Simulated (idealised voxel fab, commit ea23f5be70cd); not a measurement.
process module | voxel tone inversion
It is cross-section cut that appears here, measuring 180 nm in width, its square cells being 5 nm in size.
For the purposes of this document, a cross-section shall be understood as a grid of square cells, specified as bands listed in top-to-bottom order, each band consisting of one or more rows of cells.
The band entry comprises the height of the band's top followed by the height of its bottom, expressed in nm, and subsequently the band's materials from left to right, each stated together with its width in nm. Where a single material is marked with the word "edge to edge", that material fills the band from edge to edge. The word "air" represents empty space.
Beneath 0, the wafer as received is one material, and that level is where height counting begins. The lowest band goes on downward without a bottom; it is written like "from 0 down".
The notation "30->40" denotes a width that varies across the rows of cells in the band, beginning at the first number in the top row, finishing at the second number in the bottom row, and changing by an identical amount from each row to the next.
"no modifications" -> step changed no cross-section cell.
Enclosed cavities: empty space of 8 cells or more with no open way to the top, each as width x height at its distance from the left edge, in nm
That trailing text on a step's line, after the settings, is the simulator's own remark on the step.
Steps that use a mask can have "overlay nm" on their line. It says how far the mask sat to the right of where it was meant to be. Negative means to the left.
Steps in the process plan
| 1 | RECEIVE: material Si |
| 2 | CONFORMAL_DEP: material SiCN, thk nm 5 |
| 3 | DIRECTIONAL_DEP: material aC, thk nm 15 |
| 4 | PATTERN: tone cover, mask id POSTS, material resist, width nm 15, pitch nm 35, thk nm 20, overlay nm 0 |
| 5 | DIRECTIONAL_ETCH: etch materials aC, depth nm 15 |
| 6 | STRIP: etch materials resist |
| 7 | FILL_DEP: material SiO2, thk nm 10 |
| 8 | CMP: height nm 20 |
| 9 | STRIP: etch materials aC |
| 10 | CONFORMAL_DEP: material TiN, thk nm 5 |
| 11 | FILL_DEP: material Ru, thk nm 5 |
| 12 | CMP: height nm 20 |
| 13 | CONFORMAL_DEP: material SiCN, thk nm 5 |
Received-state cross-section, reflecting completion of step 1
- from 0 down | Si edge to edge
- Enclosed cavities: none
Cross-section: first of two wafers, module finished, run according to plan
- from 25 to 20 | SiCN edge to edge
- from 20 to 10 | 45 SiO2 | 5 TiN | 5 Ru | 5 TiN | 20 SiO2 | 5 TiN | 5 Ru | 5 TiN | 20 SiO2 | 5 TiN | 5 Ru | 5 TiN | 50 SiO2
- from 10 to 5 | 45 SiO2 | 15 TiN | 20 SiO2 | 15 TiN | 20 SiO2 | 15 TiN | 50 SiO2
- from 5 to 0 | SiCN edge to edge
- from 0 down | Si edge to edge
- Enclosed cavities: none
Now the second wafer, cross-sectioned at the end of the module. Nothing different at the start, nothing different in the plan compared with the first, just one mistake when it was actually run
- from 25 to 20 | SiCN edge to edge
- from 20 to 10 | 45 SiO2 | 5 TiN | 10 Ru | 5 TiN | 15 SiO2 | 5 TiN | 10 Ru | 5 TiN | 15 SiO2 | 5 TiN | 10 Ru | 5 TiN | 45 SiO2
- from 10 to 5 | 45 SiO2 | 20 TiN | 15 SiO2 | 20 TiN | 15 SiO2 | 20 TiN | 45 SiO2
- from 5 to 0 | SiCN edge to edge
- from 0 down | Si edge to edge
- Enclosed cavities: none
Error vs. plan: heads up, step 4 didn't go per plan, it actually ran as PATTERN: tone cover, mask id POSTS, material resist, width nm 20, pitch nm 35, thk nm 20, overlay nm 0
End check, counted in cells, second wafer has more or fewer of these materials than the first: 6 more of Ru; 9 fewer of SiO2; 3 more of TiN
